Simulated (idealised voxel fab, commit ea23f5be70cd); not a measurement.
Process module, titled voxel transistor to metal
In the cross-section labelled cut, the width is 195 nm and each square cell is 5 nm.
Bands, listed from the top down, are how a cross-section gets written in this document; the cross-section itself is a grid of square cells, and a band is one or more rows of them.
This entry defines a band. It first specifies the height of the band's top and the height of its bottom in nm, and then specifies the band's materials from left to right, stating each material with its width in nm. The word "all across" identifies a single material that fills the band from edge to edge, while the word "air" identifies empty space.
For the purposes of this specification, 0 denotes the height below which the wafer in its as-received condition is composed wholly of one material, and the lowermost band, lacking a lower limit, extends downward without end, as expressed in "0 and below".
The notation "30 to 40" denotes a width that varies across the rows of cells in the band, beginning at the first number in the top row, finishing at the second number in the bottom row, and changing by an identical amount from each row to the next.
"nothing was modified" for a step: no cell of the cross-section changed in that step.
Any empty space of 8 cells or more lacking an open way to the top shows up in "Entrapped void list" as width x height at distance, distance from the left edge, in nm.
That trailing text on a step's line, after the settings, is the simulator's own remark on the step.
"overlay nm", when on a step's line for a step with a mask, measures how far to the right of its planned place the mask lay; a negative measure means to the left.
### The steps planned for the process are as follows
1 RECEIVE: material Si
2 OXIDIZE: depth nm 5
3 CONFORMAL_DEP: material SiN, thk nm 10
4 DIRECTIONAL_DEP: material aC, thk nm 10
5 PATTERN: tone cover, mask id ACTIVE, material resist, width nm 115, thk nm 30, overlay nm 0
6 DIRECTIONAL_ETCH: etch materials aC, depth nm 10
7 STRIP: etch materials resist
8 DIRECTIONAL_ETCH: etch materials SiN, depth nm 10
9 DIRECTIONAL_ETCH: etch materials SiO2, depth nm 5
10 DIRECTIONAL_ETCH: etch materials Si, depth nm 20
11 STRIP: etch materials aC
12 OXIDIZE: depth nm 5
13 FILL_DEP: material SiO2, thk nm 5
14 CMP: height nm 10
15 SELECTIVE_ETCH: etch materials SiO2, depth nm 10
16 STRIP: etch materials SiN
17 SELECTIVE_ETCH: etch materials SiO2, depth nm 5
18 OXIDIZE: depth nm 5
19 DIRECTIONAL_DEP: material polySi, thk nm 30
20 DIRECTIONAL_DEP: material SiCN, thk nm 15
21 PATTERN: tone cover, mask id GATE, material resist, width nm 25, thk nm 20, overlay nm 0
22 DIRECTIONAL_ETCH: etch materials SiCN, depth nm 25
23 DIRECTIONAL_ETCH: etch materials polySi, depth nm 40
24 STRIP: etch materials resist
25 CONFORMAL_DEP: material SiO2, thk nm 5
26 DIRECTIONAL_ETCH: etch materials SiO2, depth nm 5
27 CONFORMAL_DEP: material SiN, thk nm 5
28 DIRECTIONAL_ETCH: etch materials SiN, depth nm 5
29 DIRECTIONAL_ETCH: etch materials SiO2, depth nm 5
30 DIRECTIONAL_ETCH: etch materials Si, depth nm 10
31 EPI: material nSi, thk nm 10
32 FILL_DEP: material SiO2, thk nm 10
33 CMP: height nm 25
34 STRIP: etch materials polySi
35 SELECTIVE_ETCH: etch materials SiO2, depth nm 5
36 CONFORMAL_DEP: material HfO2, thk nm 5
37 CONFORMAL_DEP: material TiN, thk nm 5
38 FILL_DEP: material W, thk nm 10
39 CMP: height nm 20
40 DIRECTIONAL_DEP: material SiO2, thk nm 10
41 MASKED_ETCH: tone open, mask id CONTACT, width nm 20, pitch nm 85, etch materials SiO2, depth nm 40, overlay nm 0
42 CONFORMAL_DEP: material TiN, thk nm 5
43 FILL_DEP: material W, thk nm 5
44 CMP: height nm 30
45 CONFORMAL_DEP: material SiN, thk nm 5
46 DIRECTIONAL_DEP: material SiO2, thk nm 20
47 MASKED_ETCH: tone open, mask id METAL_1, width nm 20, pitch nm 85, etch materials SiO2, depth nm 20, overlay nm 0
48 MASKED_ETCH: tone open, mask id METAL_1, width nm 20, pitch nm 85, etch materials SiN, depth nm 5, overlay nm 0
49 CONFORMAL_DEP: material TiN, thk nm 5
50 FILL_DEP: material W, thk nm 10
51 CMP: height nm 55
52 EPI: material Ru, thk nm 5
53 FILL_DEP: material SiCN, thk nm 5
54 DIRECTIONAL_DEP: material lowk, thk nm 30
55 DIRECTIONAL_DEP: material aC, thk nm 15
56 PATTERN: tone open, mask id METAL_2_HOLES, material resist, width nm 15, pitch nm 85, thk nm 30, overlay nm 0
57 DIRECTIONAL_ETCH: etch materials aC, depth nm 15
58 STRIP: etch materials resist
59 DIRECTIONAL_ETCH: etch materials lowk, depth nm 30
60 STRIP: etch materials aC
61 MASKED_ETCH: tone open, mask id METAL_2, width nm 20, pitch nm 85, etch materials lowk, depth nm 20, overlay nm 0
62 MASKED_ETCH: tone open, mask id METAL_2, width nm 20, pitch nm 85, etch materials SiCN, depth nm 5, overlay nm 0
63 CONFORMAL_DEP: material TiN, thk nm 5
64 FILL_DEP: material Cu, thk nm 10
65 CMP: height nm 95
66 CONFORMAL_DEP: material SiN, thk nm 5
### Incoming wafer in cross-section (state: after step 1)
0 and below  Si all across
Entrapped void list: none
### Starting wafer: above. Plan: above. Run: one mistake. Cross-section after the module: below
100 down to 95  SiN all across
95 down to 80  lowk=45 | TiN=5 | Cu=10 | TiN=5 | lowk=65 | TiN=5 | Cu=10 | TiN=5 | lowk=45
80 down to 75  lowk=45 | TiN=5 | Cu=5 | TiN=10 | lowk=65 | TiN=5 | Cu=5 | TiN=10 | lowk=45
75 down to 65  lowk=45 | TiN=5 | Cu=5 | TiN=5 | lowk=70 | TiN=5 | Cu=5 | TiN=5 | lowk=50
65 down to 60  SiCN=45 | TiN=15 | SiCN=70 | TiN=15 | SiCN=50
60 down to 55  SiCN=40 | Ru=30 | SiCN=55 | Ru=30 | SiCN=40
55 down to 35  SiO2=45 | TiN=5 | W=10 | TiN=5 | SiO2=65 | TiN=5 | W=10 | TiN=5 | SiO2=45
35 down to 30  SiN=45 | TiN=20 | SiN=65 | TiN=20 | SiN=45
30 down to 20  SiO2=45 | TiN=5 | W=10 | TiN=5 | SiO2=65 | TiN=5 | W=10 | TiN=5 | SiO2=45
20 down to 0  SiO2=45 | TiN=5 | W=10 | TiN=5 | SiO2=10 | SiN=5 | TiN=5 | W=25 | TiN=5 | SiN=5 | SiO2=10 | TiN=5 | W=10 | TiN=5 | SiO2=45
0 down to -5  SiO2=45 | TiN=5 | W=10 | TiN=5 | nSi=10 | SiN=5 | TiN=5 | W=25 | TiN=5 | SiN=5 | nSi=10 | TiN=5 | W=10 | TiN=5 | SiO2=45
-5 down to -10  SiO2=45 | TiN=20 | nSi=10 | SiO2=5 | TiN=35 | SiO2=5 | nSi=10 | TiN=20 | SiO2=45
-10 down to -20  SiO2=45 | nSi=30 | Si=45 | nSi=30 | SiO2=45
-20 down to -30  SiO2=45 | Si=105 | SiO2=45
-30 and below  Si all across
Entrapped void list: none
Finding, execution versus plan: execution of step 36 of the plan did not take place, the step having been omitted
